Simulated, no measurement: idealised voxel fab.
process module | voxel spacer lines
cross-section cut | 260 nm wide | cells 5 nm
A cross-section is a grid of square cells, given in bands from the top down. A band is one or more rows of cells.
Each band's line starts with the height of the band's top and of its bottom, in nm. Then come its materials from left to right, each with its width in nm. One material with "throughout" fills the band from edge to edge. "air" is empty space.
Height 0 is the level under which the wafer as received is all one material. The lowest band goes on downwards, as in "0 down".
A width such as "30 to 40" changes by the same amount from each row of cells to the next, from the band's top row to its bottom row.
"no change" after a step means that no cell of the cross-section changed.
closed voids: empty space of 8 cells or more with no open way to the top, each as width x height at its distance from the left edge, in nm
after a step's settings: what the simulator itself notes on the step
overlay nm, on a step with a mask: how far to the right of its planned place the mask lay; to the left if negative
plan
1 op RECEIVE | material Si
2 op CONFORMAL_DEP | material Al2O3 | thk nm 10
3 op DIRECTIONAL_DEP | material polySi | thk nm 10
4 op DIRECTIONAL_DEP | material aC | thk nm 25
5 op PATTERN | tone cover | mask id MANDREL | material resist | width nm 15 | pitch nm 80 | thk nm 35 | overlay nm 0
6 op DIRECTIONAL_ETCH | etch materials aC | depth nm 25
7 op STRIP | etch materials resist
8 op CONFORMAL_DEP | material SiN | thk nm 15
9 op DIRECTIONAL_ETCH | etch materials SiN | depth nm 15
10 op STRIP | etch materials aC
11 op DIRECTIONAL_ETCH | etch materials polySi | depth nm 10
12 op STRIP | etch materials SiN
varied across the wafers: width nm of step 5. The plan shows the first wafer's value. All wafers start alike
first wafer as received, after step 1
  0 down: Si throughout
  closed voids: none
first wafer at the end, after step 12
  20 to 10: air 65 | polySi 15 | air 15 | polySi 15 | air 35 | polySi 15 | air 15 | polySi 15 | air 70
  10 to 0: Al2O3 throughout
  0 down: Si throughout
  closed voids: none
last wafer at the end
  20 to 10: air 55 | polySi 15 | air 40 | polySi 15 | air 10 | polySi 15 | air 40 | polySi 15 | air 55
  10 to 0: Al2O3 throughout
  0 down: Si throughout
  closed voids: none
each wafer at the end: cells of each material gained (+) or lost (-) since it was received, then its closed voids
width nm 15 | +104 Al2O3 | +24 polySi | closed voids: none
width nm 20 | +104 Al2O3 | +24 polySi | closed voids: none
width nm 25 | +104 Al2O3 | +24 polySi | closed voids: none
width nm 30 | +104 Al2O3 | +24 polySi | closed voids: none
width nm 35 | +104 Al2O3 | +24 polySi | closed voids: none
width nm 40 | +104 Al2O3 | +24 polySi | closed voids: none
